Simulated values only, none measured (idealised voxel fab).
Process module under the name voxel wiring stack
FYI the section here is cut, 240 nm wide, cells are 5 nm squares.
A cross-section is written here as square cells arranged in a grid, and it is given in bands from the top down, each band taking up one or more rows of cells. Within each band entry, the heights of the top and of the bottom of the band appear first, in that order and in nm; the materials of the band then follow from left to right, each with its corresponding width in nm. The designation "throughout" on a single material indicates that it fills the band from edge to edge; the designation "empty" indicates empty space. Where do heights start? At 0: under that level the wafer as delivered is made of one material only. And the lowest band has no floor; it just carries on downward, as in "z 0 and below". Note: "30->40" means the width goes from the first number (top row of the band) to the second number (bottom row) in equal steps per row of cells. Where a step carries "no modification", the cross-section came out of it unchanged, cell for cell. Empty spaces without an open route to the top, at least 8 cells in extent, make up the entry "Fully sealed voids"; each is given as width x height at distance, where the distance is measured from the left edge, and all are in nm. Past the settings on a step's line: simulator remark, on that step. Regarding "overlay nm": on a step with a mask, it is the distance the mask lay to the right of its planned place; a negative value places it to the left.

[Planned step list for the process]
1) RECEIVE (material Si)
2) CONFORMAL_DEP (material SiO2; thk nm 15)
3) DIRECTIONAL_DEP (material TiN; thk nm 5)
4) DIRECTIONAL_DEP (material Ru; thk nm 25)
5) PATTERN (tone cover; mask id METAL_1; material resist; width nm 25; pitch nm 45; thk nm 20; overlay nm 0)
6) DIRECTIONAL_ETCH (etch materials Ru; depth nm 25)
7) DIRECTIONAL_ETCH (etch materials TiN; depth nm 5)
8) STRIP (etch materials resist)
9) FILL_DEP (material lowk; thk nm 10)
10) CMP (height nm 45)
11) CONFORMAL_DEP (material SiCN; thk nm 5)
12) DIRECTIONAL_DEP (material lowk; thk nm 25)
13) DIRECTIONAL_DEP (material aC; thk nm 10)
14) PATTERN (tone open; mask id METAL_2_HOLES; material resist; width nm 15; pitch nm 45; thk nm 25; overlay nm 0)
15) DIRECTIONAL_ETCH (etch materials aC; depth nm 10)
16) STRIP (etch materials resist)
17) DIRECTIONAL_ETCH (etch materials lowk; depth nm 25)
18) STRIP (etch materials aC)
19) MASKED_ETCH (tone open; mask id METAL_2; width nm 25; pitch nm 45; etch materials lowk; depth nm 15; overlay nm 0)
20) MASKED_ETCH (tone open; mask id METAL_2; width nm 25; pitch nm 45; etch materials SiCN; depth nm 5; overlay nm 0)
21) CONFORMAL_DEP (material TiN; thk nm 5)
22) FILL_DEP (material Cu; thk nm 10)
23) CMP (height nm 75)
24) CONFORMAL_DEP (material SiCN; thk nm 5)

[The first of two wafers, run as planned]

[Wafer at receipt (post step 1), cross-section]
* z 0 and below: Si throughout
* Fully sealed voids: none

[Cross-sectional representation of the wafer at the conclusion of step 2]
* z 15 to 0: SiO2 throughout
* Unchanged below 0.

[Cross-sectional representation of the wafer at the conclusion of step 3]
* z 20 to 15: TiN throughout
* Unchanged below 15.

[Cross-sectional representation of the wafer at the conclusion of step 4]
* z 45 to 20: Ru throughout
* Unchanged below 20.

[Cross-sectional representation of the wafer at the conclusion of step 5]
* z 65 to 45: 40 of empty, 25 of resist, 20 of empty, 25 of resist, 20 of empty, 25 of resist, 20 of empty, 25 of resist, 40 of empty
* Unchanged below 45.

[Cross-sectional representation of the wafer at the conclusion of step 6]
* z 65 to 45: 40 of empty, 25 of resist, 20 of empty, 25 of resist, 20 of empty, 25 of resist, 20 of empty, 25 of resist, 40 of empty
* z 45 to 20: 40 of empty, 25 of Ru, 20 of empty, 25 of Ru, 20 of empty, 25 of Ru, 20 of empty, 25 of Ru, 40 of empty
* Unchanged below 20.

[Cross-sectional representation of the wafer at the conclusion of step 7]
* z 65 to 45: 40 of empty, 25 of resist, 20 of empty, 25 of resist, 20 of empty, 25 of resist, 20 of empty, 25 of resist, 40 of empty
* z 45 to 20: 40 of empty, 25 of Ru, 20 of empty, 25 of Ru, 20 of empty, 25 of Ru, 20 of empty, 25 of Ru, 40 of empty
* z 20 to 15: 40 of empty, 25 of TiN, 20 of empty, 25 of TiN, 20 of empty, 25 of TiN, 20 of empty, 25 of TiN, 40 of empty
* Unchanged below 15.

[Cross-sectional representation of the wafer at the conclusion of step 8]
* z 45 to 20: 40 of empty, 25 of Ru, 20 of empty, 25 of Ru, 20 of empty, 25 of Ru, 20 of empty, 25 of Ru, 40 of empty
* Unchanged below 20.

[Cross-sectional representation of the wafer at the conclusion of step 9]
* z 55 to 45: lowk throughout
* z 45 to 20: 40 of lowk, 25 of Ru, 20 of lowk, 25 of Ru, 20 of lowk, 25 of Ru, 20 of lowk, 25 of Ru, 40 of lowk
* z 20 to 15: 40 of lowk, 25 of TiN, 20 of lowk, 25 of TiN, 20 of lowk, 25 of TiN, 20 of lowk, 25 of TiN, 40 of lowk
* Unchanged below 15.

[Cross-sectional representation of the wafer at the conclusion of step 10]
* z 45 to 20: 40 of lowk, 25 of Ru, 20 of lowk, 25 of Ru, 20 of lowk, 25 of Ru, 20 of lowk, 25 of Ru, 40 of lowk
* Unchanged below 20.

[Cross-sectional representation of the wafer at the conclusion of step 11]
* z 50 to 45: SiCN throughout
* Unchanged below 45.

[Cross-sectional representation of the wafer at the conclusion of step 12]
* z 75 to 50: lowk throughout
* Unchanged below 50.

[Cross-sectional representation of the wafer at the conclusion of step 13]
* z 85 to 75: aC throughout
* Unchanged below 75.

[Cross-sectional representation of the wafer at the conclusion of step 14]
* z 110 to 85: 40 of resist, 15 of empty, 30 of resist, 15 of empty, 30 of resist, 15 of empty, 30 of resist, 15 of empty, 50 of resist
* Unchanged below 85.

[Cross-sectional representation of the wafer at the conclusion of step 15]
* z 100 to 85: 40 of resist, 15 of empty, 30 of resist, 15 of empty, 30 of resist, 15 of empty, 30 of resist, 15 of empty, 50 of resist
* z 85 to 75: 40 of aC, 15 of empty, 30 of aC, 15 of empty, 30 of aC, 15 of empty, 30 of aC, 15 of empty, 50 of aC
* Unchanged below 75.

[Cross-sectional representation of the wafer at the conclusion of step 16]
* z 85 to 75: 40 of aC, 15 of empty, 30 of aC, 15 of empty, 30 of aC, 15 of empty, 30 of aC, 15 of empty, 50 of aC
* Unchanged below 75.

[Cross-sectional representation of the wafer at the conclusion of step 17]
* z 85 to 75: 40 of aC, 15 of empty, 30 of aC, 15 of empty, 30 of aC, 15 of empty, 30 of aC, 15 of empty, 50 of aC
* z 75 to 50: 40 of lowk, 15 of empty, 30 of lowk, 15 of empty, 30 of lowk, 15 of empty, 30 of lowk, 15 of empty, 50 of lowk
* Unchanged below 50.

[Cross-sectional representation of the wafer at the conclusion of step 18]
* z 75 to 50: 40 of lowk, 15 of empty, 30 of lowk, 15 of empty, 30 of lowk, 15 of empty, 30 of lowk, 15 of empty, 50 of lowk
* Unchanged below 50.

[Cross-sectional representation of the wafer at the conclusion of step 19]
* z 75 to 60: 40 of lowk, 25 of empty, 20 of lowk, 25 of empty, 20 of lowk, 25 of empty, 20 of lowk, 25 of empty, 40 of lowk
* Unchanged below 60.

[Cross-sectional representation of the wafer at the conclusion of step 20]
* z 75 to 60: 40 of lowk, 25 of empty, 20 of lowk, 25 of empty, 20 of lowk, 25 of empty, 20 of lowk, 25 of empty, 40 of lowk
* z 60 to 50: 40 of lowk, 15 of empty, 30 of lowk, 15 of empty, 30 of lowk, 15 of empty, 30 of lowk, 15 of empty, 50 of lowk
* z 50 to 45: 40 of SiCN, 15 of empty, 30 of SiCN, 15 of empty, 30 of SiCN, 15 of empty, 30 of SiCN, 15 of empty, 50 of SiCN
* Unchanged below 45.

[Cross-sectional representation of the wafer at the conclusion of step 21]
* z 80 to 75: 45 of TiN, 15 of empty, 30 of TiN, 15 of empty, 30 of TiN, 15 of empty, 30 of TiN, 15 of empty, 45 of TiN
* z 75 to 65: 40 of lowk, 5 of TiN, 15 of empty, 5 of TiN, 20 of lowk, 5 of TiN, 15 of empty, 5 of TiN, 20 of lowk, 5 of TiN, 15 of empty, 5 of TiN, 20 of lowk, 5 of TiN, 15 of empty, 5 of TiN, 40 of lowk
* z 65 to 60: 40 of lowk, 5 of TiN, 5 of empty, 15 of TiN, 20 of lowk, 5 of TiN, 5 of empty, 15 of TiN, 20 of lowk, 5 of TiN, 5 of empty, 15 of TiN, 20 of lowk, 5 of TiN, 5 of empty, 15 of TiN, 40 of lowk
* z 60 to 50: 40 of lowk, 5 of TiN, 5 of empty, 5 of TiN, 30 of lowk, 5 of TiN, 5 of empty, 5 of TiN, 30 of lowk, 5 of TiN, 5 of empty, 5 of TiN, 30 of lowk, 5 of TiN, 5 of empty, 5 of TiN, 50 of lowk
* z 50 to 45: 40 of SiCN, 15 of TiN, 30 of SiCN, 15 of TiN, 30 of SiCN, 15 of TiN, 30 of SiCN, 15 of TiN, 50 of SiCN
* Unchanged below 45.

[Cross-sectional representation of the wafer at the conclusion of step 22]
* z 90 to 80: Cu throughout
* z 80 to 75: 45 of TiN, 15 of Cu, 30 of TiN, 15 of Cu, 30 of TiN, 15 of Cu, 30 of TiN, 15 of Cu, 45 of TiN
* z 75 to 65: 40 of lowk, 5 of TiN, 15 of Cu, 5 of TiN, 20 of lowk, 5 of TiN, 15 of Cu, 5 of TiN, 20 of lowk, 5 of TiN, 15 of Cu, 5 of TiN, 20 of lowk, 5 of TiN, 15 of Cu, 5 of TiN, 40 of lowk
* z 65 to 60: 40 of lowk, 5 of TiN, 5 of Cu, 15 of TiN, 20 of lowk, 5 of TiN, 5 of Cu, 15 of TiN, 20 of lowk, 5 of TiN, 5 of Cu, 15 of TiN, 20 of lowk, 5 of TiN, 5 of Cu, 15 of TiN, 40 of lowk
* z 60 to 50: 40 of lowk, 5 of TiN, 5 of Cu, 5 of TiN, 30 of lowk, 5 of TiN, 5 of Cu, 5 of TiN, 30 of lowk, 5 of TiN, 5 of Cu, 5 of TiN, 30 of lowk, 5 of TiN, 5 of Cu, 5 of TiN, 50 of lowk
* Unchanged below 50.

[Cross-sectional representation of the wafer at the conclusion of step 23]
* z 75 to 65: 40 of lowk, 5 of TiN, 15 of Cu, 5 of TiN, 20 of lowk, 5 of TiN, 15 of Cu, 5 of TiN, 20 of lowk, 5 of TiN, 15 of Cu, 5 of TiN, 20 of lowk, 5 of TiN, 15 of Cu, 5 of TiN, 40 of lowk
* Unchanged below 65.

[Cross-sectional representation of the wafer at the conclusion of step 24]
* z 80 to 75: SiCN throughout
* Unchanged below 75.

[It is to be noted that the second wafer proceeded from the same initial state and according to the same plan as the first, although one mistake was committed in its execution; through step 10, inclusive, the two wafers share an identical history]

[Cross-sectional representation of the second wafer at the time designated in the plan for the completion of step 11]
* z 70 to 45: lowk throughout
* Unchanged below 45.

[Cross-sectional representation of the second wafer at the time designated in the plan for the completion of step 12]
* z 75 to 70: SiCN throughout
* Unchanged below 70.

[Cross-sectional representation of the second wafer at the time designated in the plan for the completion of step 13]
* z 85 to 75: aC throughout
* Unchanged below 75.

[Cross-sectional representation of the second wafer at the time designated in the plan for the completion of step 14]
* z 110 to 85: 40 of resist, 15 of empty, 30 of resist, 15 of empty, 30 of resist, 15 of empty, 30 of resist, 15 of empty, 50 of resist
* Unchanged below 85.

[Cross-sectional representation of the second wafer at the time designated in the plan for the completion of step 15]
* z 100 to 85: 40 of resist, 15 of empty, 30 of resist, 15 of empty, 30 of resist, 15 of empty, 30 of resist, 15 of empty, 50 of resist
* z 85 to 75: 40 of aC, 15 of empty, 30 of aC, 15 of empty, 30 of aC, 15 of empty, 30 of aC, 15 of empty, 50 of aC
* Unchanged below 75.

[Cross-sectional representation of the second wafer at the time designated in the plan for the completion of step 16]
* z 85 to 75: 40 of aC, 15 of empty, 30 of aC, 15 of empty, 30 of aC, 15 of empty, 30 of aC, 15 of empty, 50 of aC
* Unchanged below 75.

Cross-sectional representation of the second wafer at the time designated in the plan for the completion of step 17: no modification

[Cross-sectional representation of the second wafer at the time designated in the plan for the completion of step 18]
* z 75 to 70: SiCN throughout
* Unchanged below 70.

Cross-sectional representation of the second wafer at the time designated in the plan for the completion of step 19: no modification

[Cross-sectional representation of the second wafer at the time designated in the plan for the completion of step 20]
* z 75 to 70: 40 of SiCN, 25 of empty, 20 of SiCN, 25 of empty, 20 of SiCN, 25 of empty, 20 of SiCN, 25 of empty, 40 of SiCN
* Unchanged below 70.

[Cross-sectional representation of the second wafer at the time designated in the plan for the completion of step 21]
* z 80 to 75: 45 of TiN, 15 of empty, 30 of TiN, 15 of empty, 30 of TiN, 15 of empty, 30 of TiN, 15 of empty, 45 of TiN
* z 75 to 70: 40 of SiCN, 25 of TiN, 20 of SiCN, 25 of TiN, 20 of SiCN, 25 of TiN, 20 of SiCN, 25 of TiN, 40 of SiCN
* Unchanged below 70.

[Cross-sectional representation of the second wafer at the time designated in the plan for the completion of step 22]
* z 90 to 80: Cu throughout
* z 80 to 75: 45 of TiN, 15 of Cu, 30 of TiN, 15 of Cu, 30 of TiN, 15 of Cu, 30 of TiN, 15 of Cu, 45 of TiN
* Unchanged below 75.

[Cross-sectional representation of the second wafer at the time designated in the plan for the completion of step 23]
* z 75 to 70: 40 of SiCN, 25 of TiN, 20 of SiCN, 25 of TiN, 20 of SiCN, 25 of TiN, 20 of SiCN, 25 of TiN, 40 of SiCN
* Unchanged below 70.

[Cross-sectional representation of the second wafer at the time designated in the plan for the completion of step 24]
* z 80 to 75: SiCN throughout
* Unchanged below 75.
Against the plan, the run slipped here: swap of plan steps 11 and 12 during execution
Cell-count delta at end, second wafer over first, by material: -36 Cu | -8 SiCN | -40 TiN | +84 lowk
